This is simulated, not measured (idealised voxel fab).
Name of the process module below: voxel fin reveal
Each square cell in cross-section cut measures 5 nm, and the section as a whole is 245 nm wide.
How to read a cross-section here: the picture is a grid of square cells, written as bands going from the top down, and any band can span one or more rows of cells. Band: top height; bottom height; in nm. Then, left to right: material with width in nm, for each material. "edge to edge": a single material spanning edge to edge. "air": empty space. Counting heights begins at 0, where everything beneath is, in the wafer as received, one material. The lowest band has no bottom; it goes on downwards, as "0 and below" shows. The two numbers in a width such as "30->40" mark its ends across the band: the first belongs to the top row of cells, the second to the bottom row, and from each row to the next the width moves by the same amount. Where a step carries "nothing different", the cross-section came out of it unchanged, cell for cell. For the entry "Catalogued sealed voids", the listed items are empty spaces with no open way to the top whose size is 8 cells or more; each item follows the pattern width x height at distance, where distance is from the left edge and all three are in nm. Text after the settings on a step's line: the simulator's own remark on that step. "overlay nm" answers the question of how far to the right of plan the mask lay on a step that has a mask, and when it is negative the answer is to the left. Each of the pairs that make up the rest of this document says: here is the cross-section before one process step, here is the cross-section after it, drawn only down to the lowest band that changed, and here, under the pair, is the step lying between them with its settings. Different pairs may come from different runs of this module on the same starting wafer, so a pair continues from the pair above it only where its entry headed "Status before step" says so.
-- Status before step
* 0 and below = Si edge to edge
* Catalogued sealed voids: none
-- Post-Step Snapshot
* 5 down to 0 = SiN edge to edge
* Below 0, no change.
* Catalogued sealed voids: none
Processing between the before and after sections above: op CONFORMAL_DEP | material SiN | thk nm 5
Status before step: Please consult the pair immediately above; the cross-section it shows after its step is the state before this step.
-- Post-Step Snapshot
* 5 down to 0 = air=70; SiN=15; air=30; SiN=15; air=30; SiN=15; air=70
* Below 0, no change.
* Catalogued sealed voids: none
Processing between the before and after sections above: op MASKED_ETCH | tone cover | mask id FINS | width nm 15 | pitch nm 45 | etch materials SiN | depth nm 5 | overlay nm 0
Status before step: Please consult the pair immediately above; the cross-section it shows after its step is the state before this step.
-- Post-Step Snapshot
* 5 down to 0 = air=70; SiN=15; air=30; SiN=15; air=30; SiN=15; air=70
* 0 down to -30 = air=70; Si=15; air=30; Si=15; air=30; Si=15; air=70
* Below -30, no change.
* Catalogued sealed voids: none
Processing between the before and after sections above: op MASKED_ETCH | tone cover | mask id FINS | width nm 15 | pitch nm 45 | etch materials Si | depth nm 30 | overlay nm 0
Status before step: Please consult the pair immediately above; the cross-section it shows after its step is the state before this step.
-- Post-Step Snapshot
* 5 down to 0 = air=70; SiN=15; air=30; SiN=15; air=30; SiN=15; air=70
* 0 down to -30 = air=70; SiO2=5; Si=5; SiO2=5; air=30; SiO2=5; Si=5; SiO2=5; air=30; SiO2=5; Si=5; SiO2=5; air=70
* -30 down to -35 = SiO2=75; Si=5; SiO2=40; Si=5; SiO2=40; Si=5; SiO2=75
* Below -35, no change.
* Catalogued sealed voids: none
Processing between the before and after sections above: op OXIDIZE | depth nm 5
Status before step: Please consult the pair immediately above; the cross-section it shows after its step is the state before this step.
-- Post-Step Snapshot
* 15 down to 5 = SiO2 edge to edge
* 5 down to 0 = SiO2=70; SiN=15; SiO2=30; SiN=15; SiO2=30; SiN=15; SiO2=70
* 0 down to -35 = SiO2=75; Si=5; SiO2=40; Si=5; SiO2=40; Si=5; SiO2=75
* Below -35, no change.
* Catalogued sealed voids: none
Processing between the before and after sections above: op FILL_DEP | material SiO2 | thk nm 10
Status before step: Please consult the pair immediately above; the cross-section it shows after its step is the state before this step.
-- Post-Step Snapshot
* 5 down to 0 = SiO2=70; SiN=15; SiO2=30; SiN=15; SiO2=30; SiN=15; SiO2=70
* Below 0, no change.
* Catalogued sealed voids: none
Processing between the before and after sections above: op CMP | height nm 5
Status before step: Please consult the pair immediately above; the cross-section it shows after its step is the state before this step.
-- Post-Step Snapshot
* 5 down to 0 = air=70; SiN=15; air=30; SiN=15; air=30; SiN=15; air=70
* 0 down to -15 = air=75; Si=5; air=40; Si=5; air=40; Si=5; air=75
* Below -15, no change.
* Catalogued sealed voids: none
Processing between the before and after sections above: op SELECTIVE_ETCH | etch materials SiO2 | depth nm 20
Status before step: Please consult the pair immediately above; the cross-section it shows after its step is the state before this step.
-- Post-Step Snapshot
* 0 down to -15 = air=75; Si=5; air=40; Si=5; air=40; Si=5; air=75
* Below -15, no change.
* Catalogued sealed voids: none
Processing between the before and after sections above: op STRIP | etch materials SiN
Status before step: Please consult the pair immediately above; the cross-section it shows after its step is the state before this step.
-- Post-Step Snapshot
* 5 down to 0 = air=70; HfO2=15; air=30; HfO2=15; air=30; HfO2=15; air=70
* 0 down to -10 = air=70; HfO2=5; Si=5; HfO2=5; air=30; HfO2=5; Si=5; HfO2=5; air=30; HfO2=5; Si=5; HfO2=5; air=70
* -10 down to -15 = HfO2=75; Si=5; HfO2=40; Si=5; HfO2=40; Si=5; HfO2=75
* Below -15, no change.
* Catalogued sealed voids: none
Processing between the before and after sections above: op CONFORMAL_DEP | material HfO2 | thk nm 5
-- Status before step
* 0 and below = Si edge to edge
* Catalogued sealed voids: none
-- Post-Step Snapshot
* 0 down to -30 = air=70; Si=15; air=30; Si=15; air=30; Si=15; air=70
* Below -30, no change.
* Catalogued sealed voids: none
Processing between the before and after sections above: op MASKED_ETCH | tone cover | mask id FINS | width nm 15 | pitch nm 45 | etch materials Si | depth nm 30 | overlay nm 0
Status before step: Please consult the pair immediately above; the cross-section it shows after its step is the state before this step.
-- Post-Step Snapshot
* 0 down to -5 = air=70; SiO2=15; air=30; SiO2=15; air=30; SiO2=15; air=70
* -5 down to -30 = air=70; SiO2=5; Si=5; SiO2=5; air=30; SiO2=5; Si=5; SiO2=5; air=30; SiO2=5; Si=5; SiO2=5; air=70
* -30 down to -35 = SiO2=75; Si=5; SiO2=40; Si=5; SiO2=40; Si=5; SiO2=75
* Below -35, no change.
* Catalogued sealed voids: none
Processing between the before and after sections above: op OXIDIZE | depth nm 5
Status before step: Please consult the pair immediately above; the cross-section it shows after its step is the state before this step.
-- Post-Step Snapshot
* 10 down to -5 = SiO2 edge to edge
* -5 down to -35 = SiO2=75; Si=5; SiO2=40; Si=5; SiO2=40; Si=5; SiO2=75
* Below -35, no change.
* Catalogued sealed voids: none
Processing between the before and after sections above: op FILL_DEP | material SiO2 | thk nm 10
Status before step: Please consult the pair immediately above; the cross-section it shows after its step is the state before this step.
-- Post-Step Snapshot
* 5 down to -5 = SiO2 edge to edge
* Below -5, no change.
* Catalogued sealed voids: none
Processing between the before and after sections above: op CMP | height nm 5
Status before step: Please consult the pair immediately above; the cross-section it shows after its step is the state before this step.
-- Post-Step Snapshot
* -5 down to -15 = air=75; Si=5; air=40; Si=5; air=40; Si=5; air=75
* Below -15, no change.
* Catalogued sealed voids: none
Processing between the before and after sections above: op SELECTIVE_ETCH | etch materials SiO2 | depth nm 20
Status before step: Please consult the pair immediately above; the cross-section it shows after its step is the state before this step.
-- Post-Step Snapshot
* 0 down to -5 = air=70; HfO2=15; air=30; HfO2=15; air=30; HfO2=15; air=70
* -5 down to -10 = air=70; HfO2=5; Si=5; HfO2=5; air=30; HfO2=5; Si=5; HfO2=5; air=30; HfO2=5; Si=5; HfO2=5; air=70
* -10 down to -15 = HfO2=75; Si=5; HfO2=40; Si=5; HfO2=40; Si=5; HfO2=75
* Below -15, no change.
* Catalogued sealed voids: none
Processing between the before and after sections above: op CONFORMAL_DEP | material HfO2 | thk nm 5
-- Status before step
* 5 down to 0 = air=70; SiN=15; air=30; SiN=15; air=30; SiN=15; air=70
* 0 down to -15 = air=75; Si=5; air=40; Si=5; air=40; Si=5; air=75
* -15 down to -35 = SiO2=75; Si=5; SiO2=40; Si=5; SiO2=40; Si=5; SiO2=75
* -35 and below = Si edge to edge
* Catalogued sealed voids: none
-- Post-Step Snapshot
* 5 down to 0 = air=70; SiN=15; air=30; SiN=15; air=30; SiN=15; air=70
* 0 down to -35 = air=75; Si=5; air=40; Si=5; air=40; Si=5; air=75
* Below -35, no change.
* Catalogued sealed voids: none
Processing between the before and after sections above: op SELECTIVE_ETCH | etch materials SiO2 | depth nm 20
Status before step: Please consult the pair immediately above; the cross-section it shows after its step is the state before this step.
-- Post-Step Snapshot
* 0 down to -35 = air=75; Si=5; air=40; Si=5; air=40; Si=5; air=75
* Below -35, no change.
* Catalogued sealed voids: none
Processing between the before and after sections above: op STRIP | etch materials SiN
Status before step: Please consult the pair immediately above; the cross-section it shows after its step is the state before this step.
-- Post-Step Snapshot
* 5 down to 0 = air=70; HfO2=15; air=30; HfO2=15; air=30; HfO2=15; air=70
* 0 down to -30 = air=70; HfO2=5; Si=5; HfO2=5; air=30; HfO2=5; Si=5; HfO2=5; air=30; HfO2=5; Si=5; HfO2=5; air=70
* -30 down to -35 = HfO2=75; Si=5; HfO2=40; Si=5; HfO2=40; Si=5; HfO2=75
* Below -35, no change.
* Catalogued sealed voids: none
Processing between the before and after sections above: op CONFORMAL_DEP | material HfO2 | thk nm 5
-- Status before step
* 5 down to 0 = SiO2=70; SiN=15; SiO2=30; SiN=15; SiO2=30; SiN=15; SiO2=70
* 0 down to -35 = SiO2=75; Si=5; SiO2=40; Si=5; SiO2=40; Si=5; SiO2=75
* -35 and below = Si edge to edge
* Catalogued sealed voids: none
-- Post-Step Snapshot
* 5 down to 0 = SiO2=70; air=15; SiO2=30; air=15; SiO2=30; air=15; SiO2=70
* Below 0, no change.
* Catalogued sealed voids: none
Processing between the before and after sections above: op STRIP | etch materials SiN
Status before step: Please consult the pair immediately above; the cross-section it shows after its step is the state before this step.
-- Post-Step Snapshot
* 0 down to -15 = air=75; Si=5; air=40; Si=5; air=40; Si=5; air=75
* -15 down to -20 = SiO2=50; air=25; Si=5; air=40; Si=5; air=40; Si=5; air=25; SiO2=50
* Below -20, no change.
* Catalogued sealed voids: none
Processing between the before and after sections above: op SELECTIVE_ETCH | etch materials SiO2 | depth nm 20
Status before step: Please consult the pair immediately above; the cross-section it shows after its step is the state before this step.
-- Post-Step Snapshot
* 5 down to 0 = air=70; HfO2=15; air=30; HfO2=15; air=30; HfO2=15; air=70
* 0 down to -10 = air=70; HfO2=5; Si=5; HfO2=5; air=30; HfO2=5; Si=5; HfO2=5; air=30; HfO2=5; Si=5; HfO2=5; air=70
* -10 down to -15 = HfO2=55; air=15; HfO2=5; Si=5; HfO2=5; air=30; HfO2=5; Si=5; HfO2=5; air=30; HfO2=5; Si=5; HfO2=5; air=15; HfO2=55
* -15 down to -20 = SiO2=50; HfO2=25; Si=5; HfO2=40; Si=5; HfO2=40; Si=5; HfO2=25; SiO2=50
* Below -20, no change.
* Catalogued sealed voids: none
Processing between the before and after sections above: op CONFORMAL_DEP | material HfO2 | thk nm 5
-- Status before step
* 5 down to 0 = air=70; SiN=15; air=30; SiN=15; air=30; SiN=15; air=70
* 0 and below = Si edge to edge
* Catalogued sealed voids: none
-- Post-Step Snapshot
* 5 down to 0 = air=70; SiN=15; air=30; SiN=15; air=30; SiN=15; air=70
* 0 down to -35 = air=70; Si=15; air=30; Si=15; air=30; Si=15; air=70
* Below -35, no change.
* Catalogued sealed voids: none
Processing between the before and after sections above: op MASKED_ETCH | tone cover | mask id FINS | width nm 15 | pitch nm 45 | etch materials Si | depth nm 35 | overlay nm 0
Status before step: Please consult the pair immediately above; the cross-section it shows after its step is the state before this step.
-- Post-Step Snapshot
* 5 down to 0 = air=70; SiN=15; air=30; SiN=15; air=30; SiN=15; air=70
* 0 down to -35 = air=70; SiO2=5; Si=5; SiO2=5; air=30; SiO2=5; Si=5; SiO2=5; air=30; SiO2=5; Si=5; SiO2=5; air=70
* -35 down to -40 = SiO2=75; Si=5; SiO2=40; Si=5; SiO2=40; Si=5; SiO2=75
* Below -40, no change.
* Catalogued sealed voids: none
Processing between the before and after sections above: op OXIDIZE | depth nm 5
Status before step: Please consult the pair immediately above; the cross-section it shows after its step is the state before this step.
-- Post-Step Snapshot
* 15 down to 5 = SiO2 edge to edge
* 5 down to 0 = SiO2=70; SiN=15; SiO2=30; SiN=15; SiO2=30; SiN=15; SiO2=70
* 0 down to -40 = SiO2=75; Si=5; SiO2=40; Si=5; SiO2=40; Si=5; SiO2=75
* Below -40, no change.
* Catalogued sealed voids: none
Processing between the before and after sections above: op FILL_DEP | material SiO2 | thk nm 10
Status before step: Please consult the pair immediately above; the cross-section it shows after its step is the state before this step.
-- Post-Step Snapshot
* 5 down to 0 = SiO2=70; SiN=15; SiO2=30; SiN=15; SiO2=30; SiN=15; SiO2=70
* Below 0, no change.
* Catalogued sealed voids: none
Processing between the before and after sections above: op CMP | height nm 5
Status before step: Please consult the pair immediately above; the cross-section it shows after its step is the state before this step.
-- Post-Step Snapshot
* 5 down to 0 = air=70; SiN=15; air=30; SiN=15; air=30; SiN=15; air=70
* 0 down to -15 = air=75; Si=5; air=40; Si=5; air=40; Si=5; air=75
* Below -15, no change.
* Catalogued sealed voids: none
Processing between the before and after sections above: op SELECTIVE_ETCH | etch materials SiO2 | depth nm 20
Status before step: Please consult the pair immediately above; the cross-section it shows after its step is the state before this step.
-- Post-Step Snapshot
* 0 down to -15 = air=75; Si=5; air=40; Si=5; air=40; Si=5; air=75
* Below -15, no change.
* Catalogued sealed voids: none
Processing between the before and after sections above: op STRIP | etch materials SiN
Status before step: Please consult the pair immediately above; the cross-section it shows after its step is the state before this step.
-- Post-Step Snapshot
* 5 down to 0 = air=70; HfO2=15; air=30; HfO2=15; air=30; HfO2=15; air=70
* 0 down to -10 = air=70; HfO2=5; Si=5; HfO2=5; air=30; HfO2=5; Si=5; HfO2=5; air=30; HfO2=5; Si=5; HfO2=5; air=70
* -10 down to -15 = HfO2=75; Si=5; HfO2=40; Si=5; HfO2=40; Si=5; HfO2=75
* Below -15, no change.
* Catalogued sealed voids: none
Processing between the before and after sections above: op CONFORMAL_DEP | material HfO2 | thk nm 5
-- Status before step
* 5 down to 0 = SiN edge to edge
* 0 and below = Si edge to edge
* Catalogued sealed voids: none
-- Post-Step Snapshot
* 5 down to 0 = air=65; SiN=25; air=20; SiN=25; air=20; SiN=25; air=65
* Below 0, no change.
* Catalogued sealed voids: none
Processing between the before and after sections above: op MASKED_ETCH | tone cover | mask id FINS | width nm 25 | pitch nm 45 | etch materials SiN | depth nm 5 | overlay nm 0
Status before step: Please consult the pair immediately above; the cross-section it shows after its step is the state before this step.
-- Post-Step Snapshot
* 5 down to 0 = air=65; SiN=25; air=20; SiN=25; air=20; SiN=25; air=65
* 0 down to -30 = air=65; Si=25; air=20; Si=25; air=20; Si=25; air=65
* Below -30, no change.
* Catalogued sealed voids: none
Processing between the before and after sections above: op MASKED_ETCH | tone cover | mask id FINS | width nm 15 | pitch nm 45 | etch materials Si | depth nm 30 | overlay nm 0
Status before step: Please consult the pair immediately above; the cross-section it shows after its step is the state before this step.
-- Post-Step Snapshot
* 5 down to 0 = air=65; SiN=25; air=20; SiN=25; air=20; SiN=25; air=65
* 0 down to -30 = air=65; SiO2=5; Si=15; SiO2=5; air=20; SiO2=5; Si=15; SiO2=5; air=20; SiO2=5; Si=15; SiO2=5; air=65
* -30 down to -35 = SiO2=70; Si=15; SiO2=30; Si=15; SiO2=30; Si=15; SiO2=70
* Below -35, no change.
* Catalogued sealed voids: none
Processing between the before and after sections above: op OXIDIZE | depth nm 5
Status before step: Please consult the pair immediately above; the cross-section it shows after its step is the state before this step.
-- Post-Step Snapshot
* 15 down to 5 = SiO2 edge to edge
* 5 down to 0 = SiO2=65; SiN=25; SiO2=20; SiN=25; SiO2=20; SiN=25; SiO2=65
* 0 down to -35 = SiO2=70; Si=15; SiO2=30; Si=15; SiO2=30; Si=15; SiO2=70
* Below -35, no change.
* Catalogued sealed voids: none
Processing between the before and after sections above: op FILL_DEP | material SiO2 | thk nm 10
Status before step: Please consult the pair immediately above; the cross-section it shows after its step is the state before this step.
-- Post-Step Snapshot
* 5 down to 0 = SiO2=65; SiN=25; SiO2=20; SiN=25; SiO2=20; SiN=25; SiO2=65
* Below 0, no change.
* Catalogued sealed voids: none
Processing between the before and after sections above: op CMP | height nm 5
Status before step: Please consult the pair immediately above; the cross-section it shows after its step is the state before this step.
-- Post-Step Snapshot
* 5 down to 0 = air=65; SiN=25; air=20; SiN=25; air=20; SiN=25; air=65
* 0 down to -15 = air=70; Si=15; air=30; Si=15; air=30; Si=15; air=70
* Below -15, no change.
* Catalogued sealed voids: none
Processing between the before and after sections above: op SELECTIVE_ETCH | etch materials SiO2 | depth nm 20
Status before step: Please consult the pair immediately above; the cross-section it shows after its step is the state before this step.
-- Post-Step Snapshot
* 0 down to -15 = air=70; Si=15; air=30; Si=15; air=30; Si=15; air=70
* Below -15, no change.
* Catalogued sealed voids: none
Processing between the before and after sections above: op STRIP | etch materials SiN
Status before step: Please consult the pair immediately above; the cross-section it shows after its step is the state before this step.
-- Post-Step Snapshot
* 5 down to 0 = air=65; HfO2=25; air=20; HfO2=25; air=20; HfO2=25; air=65
* 0 down to -10 = air=65; HfO2=5; Si=15; HfO2=5; air=20; HfO2=5; Si=15; HfO2=5; air=20; HfO2=5; Si=15; HfO2=5; air=65
* -10 down to -15 = HfO2=70; Si=15; HfO2=30; Si=15; HfO2=30; Si=15; HfO2=70
* Below -15, no change.
* Catalogued sealed voids: none
Processing between the before and after sections above: op CONFORMAL_DEP | material HfO2 | thk nm 5
-- Status before step
* 5 down to 0 = air=70; SiN=15; air=30; SiN=15; air=30; SiN=15; air=70
* 0 and below = Si edge to edge
* Catalogued sealed voids: none
-- Post-Step Snapshot
* 5 down to 0 = air=70; SiN=15; air=30; SiN=15; air=30; SiN=15; air=70
* 0 down to -30 = air=60; Si=25; air=20; Si=25; air=20; Si=25; air=70
* Below -30, no change.
* Catalogued sealed voids: none
Processing between the before and after sections above: op MASKED_ETCH | tone cover | mask id FINS | width nm 15 | pitch nm 45 | etch materials Si | depth nm 30 | overlay nm -10
Status before step: Please consult the pair immediately above; the cross-section it shows after its step is the state before this step.
-- Post-Step Snapshot
* 5 down to 0 = air=70; SiN=15; air=30; SiN=15; air=30; SiN=15; air=70
* 0 down to -5 = air=60; SiO2=15; Si=5; SiO2=5; air=20; SiO2=15; Si=5; SiO2=5; air=20; SiO2=15; Si=5; SiO2=5; air=70
* -5 down to -30 = air=60; SiO2=5; Si=15; SiO2=5; air=20; SiO2=5; Si=15; SiO2=5; air=20; SiO2=5; Si=15; SiO2=5; air=70
* -30 down to -35 = SiO2=65; Si=15; SiO2=30; Si=15; SiO2=30; Si=15; SiO2=75
* Below -35, no change.
* Catalogued sealed voids: none
Processing between the before and after sections above: op OXIDIZE | depth nm 5
Status before step: Please consult the pair immediately above; the cross-section it shows after its step is the state before this step.
-- Post-Step Snapshot
* 15 down to 5 = SiO2 edge to edge
* 5 down to 0 = SiO2=70; SiN=15; SiO2=30; SiN=15; SiO2=30; SiN=15; SiO2=70
* 0 down to -5 = SiO2=75; Si=5; SiO2=40; Si=5; SiO2=40; Si=5; SiO2=75
* -5 down to -35 = SiO2=65; Si=15; SiO2=30; Si=15; SiO2=30; Si=15; SiO2=75
* Below -35, no change.
* Catalogued sealed voids: none
Processing between the before and after sections above: op FILL_DEP | material SiO2 | thk nm 10
Status before step: Please consult the pair immediately above; the cross-section it shows after its step is the state before this step.
-- Post-Step Snapshot
* 5 down to 0 = SiO2=70; SiN=15; SiO2=30; SiN=15; SiO2=30; SiN=15; SiO2=70
* Below 0, no change.
* Catalogued sealed voids: none
Processing between the before and after sections above: op CMP | height nm 5
Status before step: Please consult the pair immediately above; the cross-section it shows after its step is the state before this step.
-- Post-Step Snapshot
* 5 down to 0 = air=70; SiN=15; air=30; SiN=15; air=30; SiN=15; air=70
* 0 down to -5 = air=75; Si=5; air=40; Si=5; air=40; Si=5; air=75
* -5 down to -15 = air=65; Si=15; air=30; Si=15; air=30; Si=15; air=75
* Below -15, no change.
* Catalogued sealed voids: none
Processing between the before and after sections above: op SELECTIVE_ETCH | etch materials SiO2 | depth nm 20
Status before step: Please consult the pair immediately above; the cross-section it shows after its step is the state before this step.
-- Post-Step Snapshot
* 0 down to -5 = air=75; Si=5; air=40; Si=5; air=40; Si=5; air=75
* Below -5, no change.
* Catalogued sealed voids: none
Processing between the before and after sections above: op STRIP | etch materials SiN
Status before step: Please consult the pair immediately above; the cross-section it shows after its step is the state before this step.
-- Post-Step Snapshot
* 5 down to 0 = air=70; HfO2=15; air=30; HfO2=15; air=30; HfO2=15; air=70
* 0 down to -10 = air=60; HfO2=15->5; Si=5->15; HfO2=5; air=20; HfO2=15->5; Si=5->15; HfO2=5; air=20; HfO2=15->5; Si=5->15; HfO2=5; air=70
* -10 down to -15 = HfO2=65; Si=15; HfO2=30; Si=15; HfO2=30; Si=15; HfO2=75
* Below -15, no change.
* Catalogued sealed voids: none
Processing between the before and after sections above: op CONFORMAL_DEP | material HfO2 | thk nm 5
-- Status before step
* 0 down to -15 = air=75; Si=5; air=40; Si=5; air=40; Si=5; air=75
* -15 down to -35 = SiO2=75; Si=5; SiO2=40; Si=5; SiO2=40; Si=5; SiO2=75
* -35 and below = Si edge to edge
* Catalogued sealed voids: none
-- Post-Step Snapshot
* 5 down to 0 = air=70; SiO2=15; air=30; SiO2=15; air=30; SiO2=15; air=70
* 0 down to -10 = air=70; SiO2=5; Si=5; SiO2=5; air=30; SiO2=5; Si=5; SiO2=5; air=30; SiO2=5; Si=5; SiO2=5; air=70
* -10 down to -35 = SiO2=75; Si=5; SiO2=40; Si=5; SiO2=40; Si=5; SiO2=75
* Below -35, no change.
* Catalogued sealed voids: none
Processing between the before and after sections above: op CONFORMAL_DEP | material SiO2 | thk nm 5
-- Status before step
* 5 down to 0 = SiN edge to edge
* 0 and below = Si edge to edge
* Catalogued sealed voids: none
-- Post-Step Snapshot
* 5 down to 0 = SiN=70; air=15; SiN=30; air=15; SiN=30; air=15; SiN=70
* Below 0, no change.
* Catalogued sealed voids: none
Processing between the before and after sections above: op MASKED_ETCH | tone open | mask id FINS | width nm 15 | pitch nm 45 | etch materials SiN | depth nm 5 | overlay nm 0
Status before step: Please consult the pair immediately above; the cross-section it shows after its step is the state before this step.
-- Post-Step Snapshot
* 5 down to 0 = SiN=70; air=15; SiN=30; air=15; SiN=30; air=15; SiN=70
* 0 down to -5 = Si=65; SiO2=25; Si=20; SiO2=25; Si=20; SiO2=25; Si=65
* Below -5, no change.
* Catalogued sealed voids: none
Processing between the before and after sections above: op OXIDIZE | depth nm 5
Status before step: Please consult the pair immediately above; the cross-section it shows after its step is the state before this step.
-- Post-Step Snapshot
* 15 down to 5 = SiO2 edge to edge
* 5 down to 0 = SiN=70; SiO2=15; SiN=30; SiO2=15; SiN=30; SiO2=15; SiN=70
* Below 0, no change.
* Catalogued sealed voids: none
Processing between the before and after sections above: op FILL_DEP | material SiO2 | thk nm 10
Status before step: Please consult the pair immediately above; the cross-section it shows after its step is the state before this step.
-- Post-Step Snapshot
* 5 down to 0 = SiN=70; SiO2=15; SiN=30; SiO2=15; SiN=30; SiO2=15; SiN=70
* Below 0, no change.
* Catalogued sealed voids: none
Processing between the before and after sections above: op CMP | height nm 5
Status before step: Please consult the pair immediately above; the cross-section it shows after its step is the state before this step.
-- Post-Step Snapshot
* 5 down to 0 = SiN=70; air=15; SiN=30; air=15; SiN=30; air=15; SiN=70
* 0 down to -5 = Si=65; air=25; Si=20; air=25; Si=20; air=25; Si=65
* Below -5, no change.
* Catalogued sealed voids: none
Processing between the before and after sections above: op SELECTIVE_ETCH | etch materials SiO2 | depth nm 20
Status before step: Please consult the pair immediately above; the cross-section it shows after its step is the state before this step.
-- Post-Step Snapshot
* 0 down to -5 = Si=65; air=25; Si=20; air=25; Si=20; air=25; Si=65
* Below -5, no change.
* Catalogued sealed voids: none
Processing between the before and after sections above: op STRIP | etch materials SiN
Status before step: Please consult the pair immediately above; the cross-section it shows after its step is the state before this step.
-- Post-Step Snapshot
* 5 down to 0 = HfO2=70; air=15; HfO2=30; air=15; HfO2=30; air=15; HfO2=70
* 0 down to -5 = Si=65; HfO2=25; Si=20; HfO2=25; Si=20; HfO2=25; Si=65
* Below -5, no change.
* Catalogued sealed voids: none
Processing between the before and after sections above: op CONFORMAL_DEP | material HfO2 | thk nm 5
